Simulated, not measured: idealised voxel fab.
Process module heading - voxel transistor to metal
In the cross-section labelled cut, the width is 250 nm and each square cell is 5 nm.
Cross-sections here: square-cell grids, written as top-down lists of bands, a band being one or more rows of cells. Heights first: top, then bottom, in nm. Then materials, left to right, each with a width in nm. "everywhere" on a single material: fills the band edge to edge. "air": empty space. The level at which height equals 0 is the one under which the wafer, as it arrives, is entirely one material. No lower edge exists for the bottom band, which continues downward and is notated as in "z 0 and below". A width such as "30 to 40" changes by the same amount from each row of cells to the next, from the band's top row to its bottom row. It should be understood that the words "remained unchanged", when stated for a given step, signify that the cross-section underwent no change in any of its cells during that step. The entry "Closed internal voids" lists the empty spaces that cover at least 8 cells and have no open path to the top. Each is written as width x height at distance, where the distance is measured from the left edge and all three values are in nm. On each step's line, the part that comes after the settings is the simulator's own comment on the step. overlay nm: step with mask; distance mask lay right of planned place; negative value = left of planned place.

**Below is the list of planned process steps**
1) RECEIVE | material Si
2) OXIDIZE | depth nm 5
3) CONFORMAL_DEP | material SiN | thk nm 15
4) PATTERN | tone cover | mask id ACTIVE | material resist | width nm 100 | pitch nm 120 | thk nm 15 | overlay nm 0
5) DIRECTIONAL_ETCH | etch materials SiN | depth nm 15
6) DIRECTIONAL_ETCH | etch materials SiO2 | depth nm 5
7) DIRECTIONAL_ETCH | etch materials Si | depth nm 35
8) STRIP | etch materials resist
9) OXIDIZE | depth nm 5
10) FILL_DEP | material SiO2 | thk nm 5
11) CMP | height nm 15
12) SELECTIVE_ETCH | etch materials SiO2 | depth nm 15
13) STRIP | etch materials SiN
14) SELECTIVE_ETCH | etch materials SiO2 | depth nm 5
15) OXIDIZE | depth nm 5
16) DIRECTIONAL_DEP | material polySi | thk nm 30
17) DIRECTIONAL_DEP | material SiCN | thk nm 10
18) MASKED_ETCH | tone cover | mask id GATE | width nm 20 | pitch nm 120 | etch materials SiCN | depth nm 20 | overlay nm 0
19) MASKED_ETCH | tone cover | mask id GATE | width nm 20 | pitch nm 120 | etch materials polySi | depth nm 40 | overlay nm 0
20) CONFORMAL_DEP | material SiO2 | thk nm 5
21) DIRECTIONAL_ETCH | etch materials SiO2 | depth nm 5
22) CONFORMAL_DEP | material SiN | thk nm 5
23) DIRECTIONAL_ETCH | etch materials SiN | depth nm 5
24) DIRECTIONAL_ETCH | etch materials SiO2 | depth nm 5
25) DIRECTIONAL_ETCH | etch materials Si | depth nm 15
26) EPI | material pSi | thk nm 15
27) FILL_DEP | material SiO2 | thk nm 10
28) CMP | height nm 35
29) DIRECTIONAL_DEP | material SiO2 | thk nm 15
30) MASKED_ETCH | tone open | mask id CONTACT | width nm 20 | etch materials SiO2 | depth nm 60 | overlay nm 0
31) CONFORMAL_DEP | material TiN | thk nm 5
32) FILL_DEP | material Ru | thk nm 10
33) CMP | height nm 50
34) CONFORMAL_DEP | material SiN | thk nm 5
35) DIRECTIONAL_DEP | material lowk | thk nm 25
36) DIRECTIONAL_DEP | material aC | thk nm 10
37) PATTERN | tone open | mask id METAL_1 | material resist | width nm 20 | thk nm 25 | overlay nm 0
38) DIRECTIONAL_ETCH | etch materials aC | depth nm 10
39) STRIP | etch materials resist
40) DIRECTIONAL_ETCH | etch materials lowk | depth nm 25
41) DIRECTIONAL_ETCH | etch materials SiN | depth nm 5
42) STRIP | etch materials aC
43) CONFORMAL_DEP | material TiN | thk nm 5
44) FILL_DEP | material Cu | thk nm 5
45) CMP | height nm 80
46) CONFORMAL_DEP | material SiCN | thk nm 5
47) DIRECTIONAL_DEP | material lowk | thk nm 25
48) PATTERN | tone open | mask id METAL_2 | material resist | width nm 20 | pitch nm 120 | thk nm 20 | overlay nm 0
49) DIRECTIONAL_ETCH | etch materials lowk | depth nm 15
50) STRIP | etch materials resist
51) PATTERN | tone open | mask id METAL_2_HOLES | material resist | width nm 15 | pitch nm 120 | thk nm 20 | overlay nm 0
52) DIRECTIONAL_ETCH | etch materials lowk | depth nm 10
53) DIRECTIONAL_ETCH | etch materials SiCN | depth nm 5
54) STRIP | etch materials resist
55) CONFORMAL_DEP | material TiN | thk nm 5
56) FILL_DEP | material Cu | thk nm 10
57) CMP | height nm 110
58) CONFORMAL_DEP | material SiN | thk nm 5

**Here's what the wafer looked like in cross-section when it arrived - that's after step 1**
	z 0 and below: Si everywhere
	Closed internal voids: none

**This is how the wafer looks in cross-section once the module is done, given the starting state and plan above and one mistake in carrying the plan out**
	z 115 to 110: SiN everywhere
	z 110 to 85: lowk everywhere
	z 85 to 80: SiCN everywhere
	z 80 to 55: 20 nm lowk, then 5 nm TiN, then 10 nm Cu, then 5 nm TiN, then 50 nm lowk, then 5 nm TiN, then 10 nm Cu, then 5 nm TiN, then 30 nm lowk, then 5 nm TiN, then 10 nm Cu, then 5 nm TiN, then 50 nm lowk, then 5 nm TiN, then 10 nm Cu, then 5 nm TiN, then 20 nm lowk
	z 55 to 50: 20 nm SiN, then 20 nm TiN, then 50 nm SiN, then 20 nm TiN, then 30 nm SiN, then 20 nm TiN, then 50 nm SiN, then 20 nm TiN, then 20 nm SiN
	z 50 to 35: 20 nm SiO2, then 5 nm TiN, then 10 nm Ru, then 5 nm TiN, then 50 nm SiO2, then 5 nm TiN, then 10 nm Ru, then 5 nm TiN, then 30 nm SiO2, then 5 nm TiN, then 10 nm Ru, then 5 nm TiN, then 50 nm SiO2, then 5 nm TiN, then 10 nm Ru, then 5 nm TiN, then 20 nm SiO2
	z 35 to 25: 20 nm SiO2, then 5 nm TiN, then 10 nm Ru, then 5 nm TiN, then 5 nm SiO2, then 5 nm SiN, then 5 nm SiO2, then 20 nm SiCN, then 5 nm SiO2, then 5 nm SiN, then 5 nm SiO2, then 5 nm TiN, then 10 nm Ru, then 5 nm TiN, then 30 nm SiO2, then 5 nm TiN, then 10 nm Ru, then 5 nm TiN, then 5 nm SiO2, then 5 nm SiN, then 5 nm SiO2, then 20 nm SiCN, then 5 nm SiO2, then 5 nm SiN, then 5 nm SiO2, then 5 nm TiN, then 10 nm Ru, then 5 nm TiN, then 20 nm SiO2
	z 25 to 10: 20 nm SiO2, then 5 nm TiN, then 10 nm Ru, then 5 nm TiN, then 5 nm SiO2, then 5 nm SiN, then 5 nm SiO2, then 20 nm polySi, then 5 nm SiO2, then 5 nm SiN, then 5 nm SiO2, then 5 nm TiN, then 10 nm Ru, then 5 nm TiN, then 30 nm SiO2, then 5 nm TiN, then 10 nm Ru, then 5 nm TiN, then 5 nm SiO2, then 5 nm SiN, then 5 nm SiO2, then 20 nm polySi, then 5 nm SiO2, then 5 nm SiN, then 5 nm SiO2, then 5 nm TiN, then 10 nm Ru, then 5 nm TiN, then 20 nm SiO2
	z 10 to 5: 20 nm SiO2, then 20 nm TiN, then 5 nm SiO2, then 5 nm SiN, then 5 nm SiO2, then 20 nm polySi, then 5 nm SiO2, then 5 nm SiN, then 5 nm SiO2, then 20 nm TiN, then 30 nm SiO2, then 20 nm TiN, then 5 nm SiO2, then 5 nm SiN, then 5 nm SiO2, then 20 nm polySi, then 5 nm SiO2, then 5 nm SiN, then 5 nm SiO2, then 20 nm TiN, then 20 nm SiO2
	z 5 to -5: 20 nm SiO2, then 10 nm TiN, then 15 nm pSi, then 5 nm SiN, then 5 nm SiO2, then 20 nm polySi, then 5 nm SiO2, then 5 nm SiN, then 15 nm pSi, then 10 nm TiN, then 30 nm SiO2, then 10 nm TiN, then 15 nm pSi, then 5 nm SiN, then 5 nm SiO2, then 20 nm polySi, then 5 nm SiO2, then 5 nm SiN, then 15 nm pSi, then 10 nm TiN, then 20 nm SiO2
	z -5 to -10: 20 nm SiO2, then 10 nm TiN, then 15 nm pSi, then 40 nm SiO2, then 15 nm pSi, then 10 nm TiN, then 30 nm SiO2, then 10 nm TiN, then 15 nm pSi, then 40 nm SiO2, then 15 nm pSi, then 10 nm TiN, then 20 nm SiO2
	z -10 to -25: 20 nm SiO2, then 25 nm pSi, then 40 nm Si, then 25 nm pSi, then 30 nm SiO2, then 25 nm pSi, then 40 nm Si, then 25 nm pSi, then 20 nm SiO2
	z -25 to -45: 20 nm SiO2, then 90 nm Si, then 30 nm SiO2, then 90 nm Si, then 20 nm SiO2
	z -45 and below: Si everywhere
	Closed internal voids: none
In executing the process, a mistake was made relative to the plan: step 47, plan: ran twice
